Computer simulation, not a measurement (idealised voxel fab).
Proc. module: voxel air gaps
FYI the section here is cut, 175 nm wide, cells are 5 nm squares.
Reading order for cross-sections: top band down to bottom band. Underlying form: a grid of square cells. Band size: one or more rows of cells.
What a band's entry tells you: where the top is and where the bottom is, as heights in nm, and after that what lies inside, material by material from left to right, each with its width in nm. Empty space is written as the word "air", and a single material marked with the word "all across" occupies the band from edge to edge.
Height 0 is the level under which the wafer as received is all one material. The lowest band goes on downwards, as in "z 0 and below".
You'd read "30..40" like this: the band's top row of cells is as wide as the first number, its bottom row is as wide as the second, and going down, every row changes width by the same amount as the row before did.
It should be understood that the words "all unchanged", when stated for a given step, signify that the cross-section underwent no change in any of its cells during that step.
For the entry "Sealed internal cavities", the listed items are empty spaces with no open way to the top whose size is 8 cells or more; each item follows the pattern width x height at distance, where distance is from the left edge and all three are in nm.
Heads up: the bit after the settings on a step's line is the simulator's remark on that step.
The optional step-line setting "overlay nm" applies to steps with a mask and quantifies how far to the right of its planned location the mask lay, a negative value indicating leftward placement.
Steps in the process plan
1 op RECEIVE | material Si
2 op CONFORMAL_DEP | material SiO2 | thk nm 15
3 op CONFORMAL_DEP | material SiCN | thk nm 5
4 op DIRECTIONAL_DEP | material lowk | thk nm 35
5 op DIRECTIONAL_DEP | material aC | thk nm 15
6 op PATTERN | tone open | mask id LINES | material resist | width nm 20 | pitch nm 50 | thk nm 35 | overlay nm 0
7 op DIRECTIONAL_ETCH | etch materials aC | depth nm 15
8 op STRIP | etch materials resist
9 op DIRECTIONAL_ETCH | etch materials lowk | depth nm 35
10 op STRIP | etch materials aC
11 op CONFORMAL_DEP | material TiN | thk nm 5
12 op FILL_DEP | material W | thk nm 10
13 op CMP | height nm 55
14 op EPI | material Ru | thk nm 10
15 op SELECTIVE_ETCH | etch materials lowk | depth nm 45
16 op CONFORMAL_DEP | material SiCN | thk nm 5
Concerning the first of two wafers, which was run in accordance with the plan
as received, after step 1
z 0 and below | Si all across
Sealed internal cavities: none
Wafer xsec, post step 2
z 15 to 0 | SiO2 all across
No changes below 0.
Wafer xsec, post step 3
z 20 to 15 | SiCN all across
No changes below 15.
Wafer xsec, post step 4
z 55 to 20 | lowk all across
No changes below 20.
Wafer xsec, post step 5
z 70 to 55 | aC all across
No changes below 55.
Wafer xsec, post step 6
z 105 to 70 | 25 of resist  20 of air  30 of resist  20 of air  30 of resist  20 of air  30 of resist
No changes below 70.
Wafer xsec, post step 7
z 90 to 70 | 25 of resist  20 of air  30 of resist  20 of air  30 of resist  20 of air  30 of resist
z 70 to 55 | 25 of aC  20 of air  30 of aC  20 of air  30 of aC  20 of air  30 of aC
No changes below 55.
Wafer xsec, post step 8
z 70 to 55 | 25 of aC  20 of air  30 of aC  20 of air  30 of aC  20 of air  30 of aC
No changes below 55.
Wafer xsec, post step 9
z 70 to 55 | 25 of aC  20 of air  30 of aC  20 of air  30 of aC  20 of air  30 of aC
z 55 to 20 | 25 of lowk  20 of air  30 of lowk  20 of air  30 of lowk  20 of air  30 of lowk
No changes below 20.
Wafer xsec, post step 10
z 55 to 20 | 25 of lowk  20 of air  30 of lowk  20 of air  30 of lowk  20 of air  30 of lowk
No changes below 20.
Wafer xsec, post step 11
z 60 to 55 | 30 of TiN  10 of air  40 of TiN  10 of air  40 of TiN  10 of air  35 of TiN
z 55 to 25 | 25 of lowk  5 of TiN  10 of air  5 of TiN  30 of lowk  5 of TiN  10 of air  5 of TiN  30 of lowk  5 of TiN  10 of air  5 of TiN  30 of lowk
z 25 to 20 | 25 of lowk  20 of TiN  30 of lowk  20 of TiN  30 of lowk  20 of TiN  30 of lowk
No changes below 20.
Wafer xsec, post step 12
z 70 to 60 | W all across
z 60 to 55 | 30 of TiN  10 of W  40 of TiN  10 of W  40 of TiN  10 of W  35 of TiN
z 55 to 25 | 25 of lowk  5 of TiN  10 of W  5 of TiN  30 of lowk  5 of TiN  10 of W  5 of TiN  30 of lowk  5 of TiN  10 of W  5 of TiN  30 of lowk
No changes below 25.
Wafer xsec, post step 13
z 55 to 25 | 25 of lowk  5 of TiN  10 of W  5 of TiN  30 of lowk  5 of TiN  10 of W  5 of TiN  30 of lowk  5 of TiN  10 of W  5 of TiN  30 of lowk
No changes below 25.
Wafer xsec, post step 14
z 65 to 55 | 15 of air  40 of Ru  10 of air  40 of Ru  10 of air  40 of Ru  20 of air
No changes below 55.
Wafer xsec, post step 15
z 65 to 55 | 15 of air  40 of Ru  10 of air  40 of Ru  10 of air  40 of Ru  20 of air
z 55 to 25 | 25 of air  5 of TiN  10 of W  5 of TiN  30 of air  5 of TiN  10 of W  5 of TiN  30 of air  5 of TiN  10 of W  5 of TiN  30 of air
z 25 to 20 | 25 of air  20 of TiN  30 of air  20 of TiN  30 of air  20 of TiN  30 of air
No changes below 20.
Wafer xsec, post step 16
z 70 to 65 | 10 of air  150 of SiCN  15 of air
z 65 to 55 | 10 of air  5 of SiCN  40 of Ru  10 of SiCN  40 of Ru  10 of SiCN  40 of Ru  5 of SiCN  15 of air
z 55 to 50 | 10 of air  15 of SiCN  5 of TiN  10 of W  5 of TiN  30 of SiCN  5 of TiN  10 of W  5 of TiN  30 of SiCN  5 of TiN  10 of W  5 of TiN  15 of SiCN  15 of air
z 50 to 25 | 20 of air  5 of SiCN  5 of TiN  10 of W  5 of TiN  5 of SiCN  20 of air  5 of SiCN  5 of TiN  10 of W  5 of TiN  5 of SiCN  20 of air  5 of SiCN  5 of TiN  10 of W  5 of TiN  5 of SiCN  25 of air
z 25 to 20 | 25 of SiCN  20 of TiN  30 of SiCN  20 of TiN  30 of SiCN  20 of TiN  30 of SiCN
No changes below 20.
Sealed internal cavities: 20 x 25 at 50; 20 x 25 at 100
Companion wafer, the second of two: same beginning, same intended sequence, one mistake in carrying it out; through step 5 inclusive it tracks the first exactly
The second wafer in cross-section, at the planned close of step 6
z 105 to 70 | 20 of resist  20 of air  30 of resist  20 of air  30 of resist  20 of air  35 of resist
No changes below 70.
The second wafer in cross-section, at the planned close of step 7
z 90 to 70 | 20 of resist  20 of air  30 of resist  20 of air  30 of resist  20 of air  35 of resist
z 70 to 55 | 20 of aC  20 of air  30 of aC  20 of air  30 of aC  20 of air  35 of aC
No changes below 55.
The second wafer in cross-section, at the planned close of step 8
z 70 to 55 | 20 of aC  20 of air  30 of aC  20 of air  30 of aC  20 of air  35 of aC
No changes below 55.
The second wafer in cross-section, at the planned close of step 9
z 70 to 55 | 20 of aC  20 of air  30 of aC  20 of air  30 of aC  20 of air  35 of aC
z 55 to 20 | 20 of lowk  20 of air  30 of lowk  20 of air  30 of lowk  20 of air  35 of lowk
No changes below 20.
The second wafer in cross-section, at the planned close of step 10
z 55 to 20 | 20 of lowk  20 of air  30 of lowk  20 of air  30 of lowk  20 of air  35 of lowk
No changes below 20.
The second wafer in cross-section, at the planned close of step 11
z 60 to 55 | 25 of TiN  10 of air  40 of TiN  10 of air  40 of TiN  10 of air  40 of TiN
z 55 to 25 | 20 of lowk  5 of TiN  10 of air  5 of TiN  30 of lowk  5 of TiN  10 of air  5 of TiN  30 of lowk  5 of TiN  10 of air  5 of TiN  35 of lowk
z 25 to 20 | 20 of lowk  20 of TiN  30 of lowk  20 of TiN  30 of lowk  20 of TiN  35 of lowk
No changes below 20.
The second wafer in cross-section, at the planned close of step 12
z 70 to 60 | W all across
z 60 to 55 | 25 of TiN  10 of W  40 of TiN  10 of W  40 of TiN  10 of W  40 of TiN
z 55 to 25 | 20 of lowk  5 of TiN  10 of W  5 of TiN  30 of lowk  5 of TiN  10 of W  5 of TiN  30 of lowk  5 of TiN  10 of W  5 of TiN  35 of lowk
No changes below 25.
The second wafer in cross-section, at the planned close of step 13
z 55 to 25 | 20 of lowk  5 of TiN  10 of W  5 of TiN  30 of lowk  5 of TiN  10 of W  5 of TiN  30 of lowk  5 of TiN  10 of W  5 of TiN  35 of lowk
No changes below 25.
The second wafer in cross-section, at the planned close of step 14
z 65 to 55 | 10 of air  40 of Ru  10 of air  40 of Ru  10 of air  40 of Ru  25 of air
No changes below 55.
The second wafer in cross-section, at the planned close of step 15
z 65 to 55 | 10 of air  40 of Ru  10 of air  40 of Ru  10 of air  40 of Ru  25 of air
z 55 to 25 | 20 of air  5 of TiN  10 of W  5 of TiN  30 of air  5 of TiN  10 of W  5 of TiN  30 of air  5 of TiN  10 of W  5 of TiN  35 of air
z 25 to 20 | 20 of air  20 of TiN  30 of air  20 of TiN  30 of air  20 of TiN  35 of air
No changes below 20.
The second wafer in cross-section, at the planned close of step 16
z 70 to 65 | 5 of air  150 of SiCN  20 of air
z 65 to 55 | 5 of air  5 of SiCN  40 of Ru  10 of SiCN  40 of Ru  10 of SiCN  40 of Ru  5 of SiCN  20 of air
z 55 to 50 | 5 of air  15 of SiCN  5 of TiN  10 of W  5 of TiN  30 of SiCN  5 of TiN  10 of W  5 of TiN  30 of SiCN  5 of TiN  10 of W  5 of TiN  15 of SiCN  20 of air
z 50 to 25 | 15 of air  5 of SiCN  5 of TiN  10 of W  5 of TiN  5 of SiCN  20 of air  5 of SiCN  5 of TiN  10 of W  5 of TiN  5 of SiCN  20 of air  5 of SiCN  5 of TiN  10 of W  5 of TiN  5 of SiCN  30 of air
z 25 to 20 | 20 of SiCN  20 of TiN  30 of SiCN  20 of TiN  30 of SiCN  20 of TiN  35 of SiCN
No changes below 20.
Sealed internal cavities: 20 x 25 at 45; 20 x 25 at 95
Heads up, the wafer didn't run the way we planned it: contrary to plan, step 6 was performed as op PATTERN | tone open | mask id LINES | material resist | width nm 20 | pitch nm 50 | thk nm 35 | overlay nm -5
Cell counts per material: same on both final wafers. Positions: different.
